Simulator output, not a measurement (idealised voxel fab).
process module | voxel capacitor over wiring
cross-section cut | 220 nm wide | cells 5 nm
A cross-section is a grid of square cells, given in bands from the top down. A band is one or more rows of cells.
Each band's line starts with the height of the band's top and of its bottom, in nm. Then come its materials from left to right, each with its width in nm. One material with "throughout" fills the band from edge to edge. "air" is empty space.
Height 0 is the level under which the wafer as received is all one material. The lowest band goes on downwards, as in "0 down".
A width such as "30 to 40" changes by the same amount from each row of cells to the next, from the band's top row to its bottom row.
"no change" after a step means that no cell of the cross-section changed.
closed voids: empty space of 8 cells or more with no open way to the top, each as width x height at its distance from the left edge, in nm
after a step's settings: what the simulator itself notes on the step
overlay nm, on a step with a mask: how far to the right of its planned place the mask lay; to the left if negative
plan
1 op RECEIVE | material Si
2 op CONFORMAL_DEP | material SiO2 | thk nm 10
3 op CONFORMAL_DEP | material SiCN | thk nm 5
4 op DIRECTIONAL_DEP | material lowk | thk nm 15
5 op PATTERN | tone open | mask id METAL_1 | material resist | width nm 30 | pitch nm 85 | thk nm 15 | overlay nm 0
6 op DIRECTIONAL_ETCH | etch materials lowk | depth nm 15
7 op DIRECTIONAL_ETCH | etch materials SiCN | depth nm 5
8 op STRIP | etch materials resist
9 op CONFORMAL_DEP | material TiN | thk nm 5
10 op FILL_DEP | material W | thk nm 10
11 op CMP | height nm 30
12 op CONFORMAL_DEP | material SiCN | thk nm 5
13 op DIRECTIONAL_DEP | material lowk | thk nm 10
14 op DIRECTIONAL_DEP | material aC | thk nm 15
15 op PATTERN | tone open | mask id PLUG_1 | material resist | width nm 15 | thk nm 30 | overlay nm 0
16 op DIRECTIONAL_ETCH | etch materials aC | depth nm 15
17 op STRIP | etch materials resist
18 op DIRECTIONAL_ETCH | etch materials lowk | depth nm 10
19 op DIRECTIONAL_ETCH | etch materials SiCN | depth nm 5
20 op STRIP | etch materials aC
21 op EPI | material Ru | thk nm 10
22 op EPI | material Ru | thk nm 5
23 op DIRECTIONAL_DEP | material TiN | thk nm 5
24 op DIRECTIONAL_DEP | material Al2O3 | thk nm 5
25 op DIRECTIONAL_DEP | material TiN | thk nm 5
26 op PATTERN | tone cover | mask id UPPER_PLATE | material resist | width nm 60 | thk nm 20 | overlay nm 0
27 op DIRECTIONAL_ETCH | etch materials TiN | depth nm 5
28 op DIRECTIONAL_ETCH | etch materials Al2O3 | depth nm 5
29 op STRIP | etch materials resist
30 op DIRECTIONAL_DEP | material aC | thk nm 15
31 op PATTERN | tone cover | mask id LOWER_PLATE | material resist | width nm 70 | thk nm 30 | overlay nm 0
32 op DIRECTIONAL_ETCH | etch materials aC | depth nm 15
33 op STRIP | etch materials resist
34 op DIRECTIONAL_ETCH | etch materials TiN | depth nm 5
35 op STRIP | etch materials aC
36 op FILL_DEP | material SiO2 | thk nm 20
37 op CMP | height nm 75
38 op PATTERN | tone open | mask id PLUG_2 | material resist | width nm 15 | thk nm 15 | overlay nm -15
39 op DIRECTIONAL_ETCH | etch materials SiO2 | depth nm 15
40 op STRIP | etch materials resist
41 op CONFORMAL_DEP | material TiN | thk nm 5
42 op FILL_DEP | material Cu | thk nm 10
43 op CMP | height nm 75
44 op CONFORMAL_DEP | material SiN | thk nm 5
varied across the wafers: overlay nm of step 38. The plan shows the first wafer's value. All wafers start alike
first wafer as received, after step 1
  0 down: Si throughout
  closed voids: none
first wafer at the end, after step 44
  80 to 75: SiN throughout
  75 to 65: SiO2 60 | TiN 5 | Cu 5 | TiN 5 | SiO2 145
  65 to 55: SiO2 60 to 65 | TiN 15 to 60 | SiO2 145 to 95
  55 to 50: SiO2 65 | Al2O3 60 | SiO2 95
  50 to 45: SiO2 60 | TiN 70 | SiO2 90
  45 to 35: lowk 65 | Ru 15 | lowk 140
  35 to 30: SiCN 65 | Ru 15 | SiCN 140
  30 to 15: lowk 50 | TiN 5 | W 20 | TiN 5 | lowk 55 | TiN 5 | W 20 | TiN 5 | lowk 55
  15 to 10: SiCN 50 | TiN 30 | SiCN 55 | TiN 30 | SiCN 55
  10 to 0: SiO2 throughout
  0 down: Si throughout
  closed voids: none
last wafer at the end
  80 to 75: SiN throughout
  75 to 65: SiO2 90 | TiN 5 | Cu 5 | TiN 5 | SiO2 115
  65 to 55: SiO2 90 to 65 | TiN 15 to 60 | SiO2 115 to 95
  55 to 50: SiO2 65 | Al2O3 60 | SiO2 95
  50 to 45: SiO2 60 | TiN 70 | SiO2 90
  45 to 35: lowk 65 | Ru 15 | lowk 140
  35 to 30: SiCN 65 | Ru 15 | SiCN 140
  30 to 15: lowk 50 | TiN 5 | W 20 | TiN 5 | lowk 55 | TiN 5 | W 20 | TiN 5 | lowk 55
  15 to 10: SiCN 50 | TiN 30 | SiCN 55 | TiN 30 | SiCN 55
  10 to 0: SiO2 throughout
  0 down: Si throughout
  closed voids: none
each wafer at the end: cells of each material gained (+) or lost (-) since it was received, then its closed voids
overlay nm -15 | +12 Al2O3 | +2 Cu | +9 Ru | +73 SiCN | +44 SiN | +305 SiO2 | +57 TiN | +24 W | +178 lowk | closed voids: none
overlay nm -10 | +12 Al2O3 | +2 Cu | +9 Ru | +73 SiCN | +44 SiN | +305 SiO2 | +57 TiN | +24 W | +178 lowk | closed voids: none
overlay nm -5 | +12 Al2O3 | +2 Cu | +9 Ru | +73 SiCN | +44 SiN | +305 SiO2 | +57 TiN | +24 W | +178 lowk | closed voids: none
overlay nm 0 | +12 Al2O3 | +2 Cu | +9 Ru | +73 SiCN | +44 SiN | +305 SiO2 | +57 TiN | +24 W | +178 lowk | closed voids: none
overlay nm 5 | +12 Al2O3 | +2 Cu | +9 Ru | +73 SiCN | +44 SiN | +305 SiO2 | +57 TiN | +24 W | +178 lowk | closed voids: none
overlay nm 10 | +12 Al2O3 | +2 Cu | +9 Ru | +73 SiCN | +44 SiN | +305 SiO2 | +57 TiN | +24 W | +178 lowk | closed voids: none
overlay nm 15 | +12 Al2O3 | +2 Cu | +9 Ru | +73 SiCN | +44 SiN | +305 SiO2 | +57 TiN | +24 W | +178 lowk | closed voids: none
